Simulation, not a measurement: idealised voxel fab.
process module | voxel air gaps
cross-section cut | 285 nm wide | cells 5 nm
A cross-section is a grid of square cells, given in bands from the top down. A band is one or more rows of cells.
Each band's line starts with the height of the band's top and of its bottom, in nm. Then come its materials from left to right, each with its width in nm. One material with "throughout" fills the band from edge to edge. "air" is empty space.
Height 0 is the level under which the wafer as received is all one material. The lowest band goes on downwards, as in "0 down".
A width such as "30 to 40" changes by the same amount from each row of cells to the next, from the band's top row to its bottom row.
"no change" after a step means that no cell of the cross-section changed.
closed voids: empty space of 8 cells or more with no open way to the top, each as width x height at its distance from the left edge, in nm
after a step's settings: what the simulator itself notes on the step
overlay nm, on a step with a mask: how far to the right of its planned place the mask lay; to the left if negative
plan
1 op RECEIVE | material Si
2 op CONFORMAL_DEP | material SiO2 | thk nm 10
3 op CONFORMAL_DEP | material SiN | thk nm 5
4 op DIRECTIONAL_DEP | material SiO2 | thk nm 40
5 op DIRECTIONAL_DEP | material aC | thk nm 10
6 op PATTERN | tone open | mask id LINES | material resist | width nm 25 | pitch nm 50 | thk nm 30 | overlay nm 0
7 op DIRECTIONAL_ETCH | etch materials aC | depth nm 10
8 op STRIP | etch materials resist
9 op DIRECTIONAL_ETCH | etch materials SiO2 | depth nm 40
10 op STRIP | etch materials aC
11 op CONFORMAL_DEP | material TiN | thk nm 5
12 op FILL_DEP | material W | thk nm 10
13 op CMP | height nm 55
14 op EPI | material Ru | thk nm 10
15 op SELECTIVE_ETCH | etch materials SiO2 | depth nm 50
16 op CONFORMAL_DEP | material SiN | thk nm 5
first wafer, as planned
as received, after step 1
  0 down: Si throughout
  closed voids: none
after step 2
  10 to 0: SiO2 throughout
  below 0: unchanged
after step 3
  15 to 10: SiN throughout
  below 10: unchanged
after step 4
  55 to 15: SiO2 throughout
  below 15: unchanged
after step 5
  65 to 55: aC throughout
  below 55: unchanged
after step 6
  95 to 65: resist 80 | air 25 | resist 25 | air 25 | resist 25 | air 25 | resist 80
  below 65: unchanged
after step 7
  85 to 65: resist 80 | air 25 | resist 25 | air 25 | resist 25 | air 25 | resist 80
  65 to 55: aC 80 | air 25 | aC 25 | air 25 | aC 25 | air 25 | aC 80
  below 55: unchanged
after step 8
  65 to 55: aC 80 | air 25 | aC 25 | air 25 | aC 25 | air 25 | aC 80
  below 55: unchanged
after step 9
  65 to 55: aC 80 | air 25 | aC 25 | air 25 | aC 25 | air 25 | aC 80
  55 to 15: SiO2 80 | air 25 | SiO2 25 | air 25 | SiO2 25 | air 25 | SiO2 80
  below 15: unchanged
after step 10
  55 to 15: SiO2 80 | air 25 | SiO2 25 | air 25 | SiO2 25 | air 25 | SiO2 80
  below 15: unchanged
after step 11
  60 to 55: TiN 85 | air 15 | TiN 35 | air 15 | TiN 35 | air 15 | TiN 85
  55 to 20: SiO2 80 | TiN 5 | air 15 | TiN 5 | SiO2 25 | TiN 5 | air 15 | TiN 5 | SiO2 25 | TiN 5 | air 15 | TiN 5 | SiO2 80
  20 to 15: SiO2 80 | TiN 25 | SiO2 25 | TiN 25 | SiO2 25 | TiN 25 | SiO2 80
  below 15: unchanged
after step 12
  70 to 60: W throughout
  60 to 55: TiN 85 | W 15 | TiN 35 | W 15 | TiN 35 | W 15 | TiN 85
  55 to 20: SiO2 80 | TiN 5 | W 15 | TiN 5 | SiO2 25 | TiN 5 | W 15 | TiN 5 | SiO2 25 | TiN 5 | W 15 | TiN 5 | SiO2 80
  below 20: unchanged
after step 13
  55 to 20: SiO2 80 | TiN 5 | W 15 | TiN 5 | SiO2 25 | TiN 5 | W 15 | TiN 5 | SiO2 25 | TiN 5 | W 15 | TiN 5 | SiO2 80
  below 20: unchanged
after step 14
  65 to 55: air 70 | Ru 45 | air 5 | Ru 45 | air 5 | Ru 45 | air 70
  below 55: unchanged
after step 15
  65 to 55: air 70 | Ru 45 | air 5 | Ru 45 | air 5 | Ru 45 | air 70
  55 to 20: air 80 | TiN 5 | W 15 | TiN 5 | air 25 | TiN 5 | W 15 | TiN 5 | air 25 | TiN 5 | W 15 | TiN 5 | air 80
  20 to 15: air 80 | TiN 25 | air 25 | TiN 25 | air 25 | TiN 25 | air 80
  below 15: unchanged
after step 16
  70 to 65: air 65 | SiN 155 | air 65
  65 to 55: air 65 | SiN 5 | Ru 45 | SiN 5 | Ru 45 | SiN 5 | Ru 45 | SiN 5 | air 65
  55 to 50: air 65 | SiN 15 | TiN 5 | W 15 | TiN 5 | SiN 25 | TiN 5 | W 15 | TiN 5 | SiN 25 | TiN 5 | W 15 | TiN 5 | SiN 15 | air 65
  50 to 20: air 75 | SiN 5 | TiN 5 | W 15 | TiN 5 | SiN 5 | air 15 | SiN 5 | TiN 5 | W 15 | TiN 5 | SiN 5 | air 15 | SiN 5 | TiN 5 | W 15 | TiN 5 | SiN 5 | air 75
  20 to 15: SiN 80 | TiN 25 | SiN 25 | TiN 25 | SiN 25 | TiN 25 | SiN 80
  below 15: unchanged
  closed voids: 15 x 30 at 110; 15 x 30 at 160
second wafer: like start, like plan, one mistake. Through step 5 it matches the first wafer
when step 6 should have ended
  95 to 65: resist 90 | air 25 | resist 25 | air 25 | resist 25 | air 25 | resist 70
  below 65: unchanged
when step 7 should have ended
  85 to 65: resist 90 | air 25 | resist 25 | air 25 | resist 25 | air 25 | resist 70
  65 to 55: aC 90 | air 25 | aC 25 | air 25 | aC 25 | air 25 | aC 70
  below 55: unchanged
when step 8 should have ended
  65 to 55: aC 90 | air 25 | aC 25 | air 25 | aC 25 | air 25 | aC 70
  below 55: unchanged
when step 9 should have ended
  65 to 55: aC 90 | air 25 | aC 25 | air 25 | aC 25 | air 25 | aC 70
  55 to 15: SiO2 90 | air 25 | SiO2 25 | air 25 | SiO2 25 | air 25 | SiO2 70
  below 15: unchanged
when step 10 should have ended
  55 to 15: SiO2 90 | air 25 | SiO2 25 | air 25 | SiO2 25 | air 25 | SiO2 70
  below 15: unchanged
when step 11 should have ended
  60 to 55: TiN 95 | air 15 | TiN 35 | air 15 | TiN 35 | air 15 | TiN 75
  55 to 20: SiO2 90 | TiN 5 | air 15 | TiN 5 | SiO2 25 | TiN 5 | air 15 | TiN 5 | SiO2 25 | TiN 5 | air 15 | TiN 5 | SiO2 70
  20 to 15: SiO2 90 | TiN 25 | SiO2 25 | TiN 25 | SiO2 25 | TiN 25 | SiO2 70
  below 15: unchanged
when step 12 should have ended
  70 to 60: W throughout
  60 to 55: TiN 95 | W 15 | TiN 35 | W 15 | TiN 35 | W 15 | TiN 75
  55 to 20: SiO2 90 | TiN 5 | W 15 | TiN 5 | SiO2 25 | TiN 5 | W 15 | TiN 5 | SiO2 25 | TiN 5 | W 15 | TiN 5 | SiO2 70
  below 20: unchanged
when step 13 should have ended
  55 to 20: SiO2 90 | TiN 5 | W 15 | TiN 5 | SiO2 25 | TiN 5 | W 15 | TiN 5 | SiO2 25 | TiN 5 | W 15 | TiN 5 | SiO2 70
  below 20: unchanged
when step 14 should have ended
  65 to 55: air 80 | Ru 45 | air 5 | Ru 45 | air 5 | Ru 45 | air 60
  below 55: unchanged
when step 15 should have ended
  65 to 55: air 80 | Ru 45 | air 5 | Ru 45 | air 5 | Ru 45 | air 60
  55 to 20: air 90 | TiN 5 | W 15 | TiN 5 | air 25 | TiN 5 | W 15 | TiN 5 | air 25 | TiN 5 | W 15 | TiN 5 | air 70
  20 to 15: air 90 | TiN 25 | air 25 | TiN 25 | air 25 | TiN 25 | air 70
  below 15: unchanged
when step 16 should have ended
  70 to 65: air 75 | SiN 155 | air 55
  65 to 55: air 75 | SiN 5 | Ru 45 | SiN 5 | Ru 45 | SiN 5 | Ru 45 | SiN 5 | air 55
  55 to 50: air 75 | SiN 15 | TiN 5 | W 15 | TiN 5 | SiN 25 | TiN 5 | W 15 | TiN 5 | SiN 25 | TiN 5 | W 15 | TiN 5 | SiN 15 | air 55
  50 to 20: air 85 | SiN 5 | TiN 5 | W 15 | TiN 5 | SiN 5 | air 15 | SiN 5 | TiN 5 | W 15 | TiN 5 | SiN 5 | air 15 | SiN 5 | TiN 5 | W 15 | TiN 5 | SiN 5 | air 65
  20 to 15: SiN 90 | TiN 25 | SiN 25 | TiN 25 | SiN 25 | TiN 25 | SiN 70
  below 15: unchanged
  closed voids: 15 x 30 at 120; 15 x 30 at 170
what went wrong: step 6 ran as: op PATTERN | tone open | mask id LINES | material resist | width nm 25 | pitch nm 50 | thk nm 30 | overlay nm 10
at the end the second wafer has, in cells: as many of each material as the first, in other places
